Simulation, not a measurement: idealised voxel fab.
Process module heading - voxel tone inversion
This is section cut - it's 270 nm across, gridded in 5 nm square cells.
Cross-sections here: square-cell grids, written as top-down lists of bands, a band being one or more rows of cells. Basically the band line says how high the top is and how high the bottom is, in nm, and then what's in it from left to right, every material with its width in nm. Empty space shows up as "air", and if a single material carries "edge to edge" it runs the full band edge to edge. Basically, 0 is our baseline, since under it the wafer straight out of the box is all one material. The bottom band has no lower end and keeps on going down, so it looks like "from 0 down". When a width is written as two numbers, as in "30..40", the first number is the width in the top row of cells of the band and the second is the width in its bottom row, and the width changes by the same amount from each row to the next. Where a step carries "identical to before", the cross-section came out of it unchanged, cell for cell. "Fully closed voids": sealed empty spaces, 8 cells or more, no open way to top, listed width x height at distance, with distance from the left edge and width, height and distance in nm. Read whatever lies past the settings on a step's line as the simulator's own remark about the step. overlay nm: for a step with a mask, the amount by which the mask lay right of where it was planned; a negative amount means left of it.

### Process steps foreseen in the plan
1 RECEIVE, material Si
2 CONFORMAL_DEP, material SiCN, thk nm 5
3 DIRECTIONAL_DEP, material aC, thk nm 25
4 PATTERN, tone cover, mask id POSTS, material resist, width nm 25, pitch nm 45, thk nm 35, overlay nm 0
5 DIRECTIONAL_ETCH, etch materials aC, depth nm 25
6 STRIP, etch materials resist
7 FILL_DEP, material lowk, thk nm 5
8 CMP, height nm 30
9 STRIP, etch materials aC

### Cross-section of the wafer at receipt, which is the condition after step 1
- from 0 down  Si edge to edge
- Fully closed voids: none

### Run as planned - first of the two wafers cross-sectioned at the end of the module
- from 30 to 5  100 of lowk, then 25 of air, then 20 of lowk, then 25 of air, then 100 of lowk
- from 5 to 0  SiCN edge to edge
- from 0 down  Si edge to edge
- Fully closed voids: none

### What the second wafer looks like in cross-section once the module is done. Its start and its plan matched the first wafer's exactly; what differed was one mistake in how it was run
- from 30 to 25  lowk edge to edge
- from 25 to 0  100 of lowk, then 25 of aC, then 20 of lowk, then 25 of aC, then 100 of lowk
- from 0 down  Si edge to edge
- Fully closed voids: none
Deviation from plan: step 2 of the plan was jumped over and never run
Final wafer comparison in cells, second versus first, more or fewer per material: 54 fewer of SiCN | 50 more of aC | 54 more of lowk
